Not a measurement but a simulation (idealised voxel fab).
Process module in this document: voxel spacer lines
The figure presents cross-section cut, which has a width of 220 nm and is divided into square cells with an edge length of 5 nm.
Just so we're on the same page, the cross-sections are grids of square cells, and they're listed out in bands top to bottom, each band one or more rows deep. The band entry comprises the height of the band's top followed by the height of its bottom, expressed in nm, and subsequently the band's materials from left to right, each stated together with its width in nm. Where a single material is marked with the word "everywhere", that material fills the band from edge to edge. The word "air" represents empty space. Heights are reckoned from 0. Under this level, the received wafer is all of one material. The bottommost band is open-ended downward, for example "top 0, no bottom". Read "30 to 40" as a graded width: first number on top, second number at the bottom, same change between each pair of neighbouring rows. You'll sometimes find "no alteration" written for a step, and that's the way of saying that nowhere in the cross-section did a cell change during that step. Reported under the label "Closed void list" are the empty spaces having no open way to the top and comprising 8 cells or more; the notation for each is width x height at distance, in which the distance is measured from the left edge and all three values are in nm. Where a step's line continues beyond its settings, the continuation is a remark by the simulator itself on that step. "overlay nm", when on a step's line for a step with a mask, measures how far to the right of its planned place the mask lay; a negative measure means to the left.
INTENDED PROCESS STEPS
- 1: RECEIVE, material Si
- 2: CONFORMAL_DEP, material Al2O3, thk nm 5
- 3: DIRECTIONAL_DEP, material TiN, thk nm 10
- 4: DIRECTIONAL_DEP, material aC, thk nm 30
- 5: PATTERN, tone cover, mask id MANDREL, material resist, width nm 20, pitch nm 70, thk nm 40, overlay nm 0
- 6: DIRECTIONAL_ETCH, etch materials aC, depth nm 30
- 7: STRIP, etch materials resist
- 8: CONFORMAL_DEP, material SiN, thk nm 15
- 9: DIRECTIONAL_ETCH, etch materials SiN, depth nm 15
- 10: STRIP, etch materials aC
- 11: DIRECTIONAL_ETCH, etch materials TiN, depth nm 20
- 12: STRIP, etch materials SiN
Every wafer here starts from the same state; it is the step 3 thk nm that distinguishes them, and the value the plan gives belongs to the first wafer.
CROSS-SECTIONAL VIEW OF THE FIRST OF SEVERAL WAFERS IN THE AS-RECEIVED CONDITION, CORRESPONDING TO THE STATE FOLLOWING STEP 1
  top 0, no bottom = Si everywhere
  Closed void list: none
PER-WAFER ROWS BELOW. FOR EACH MATERIAL: CELLS GAINED (+) OR LOST (-) SINCE THE WAFER WAS RECEIVED, AS OF END OF MODULE. THEN: CLOSED VOIDS
thk nm 10, +44 Al2O3, +36 TiN, Closed void list: none
thk nm 15, +44 Al2O3, +54 TiN, Closed void list: none
thk nm 20, +44 Al2O3, +72 TiN, Closed void list: none
thk nm 25, +44 Al2O3, +116 TiN, Closed void list: none
thk nm 30, +44 Al2O3, +160 TiN, Closed void list: none
thk nm 35, +44 Al2O3, +204 TiN, Closed void list: none
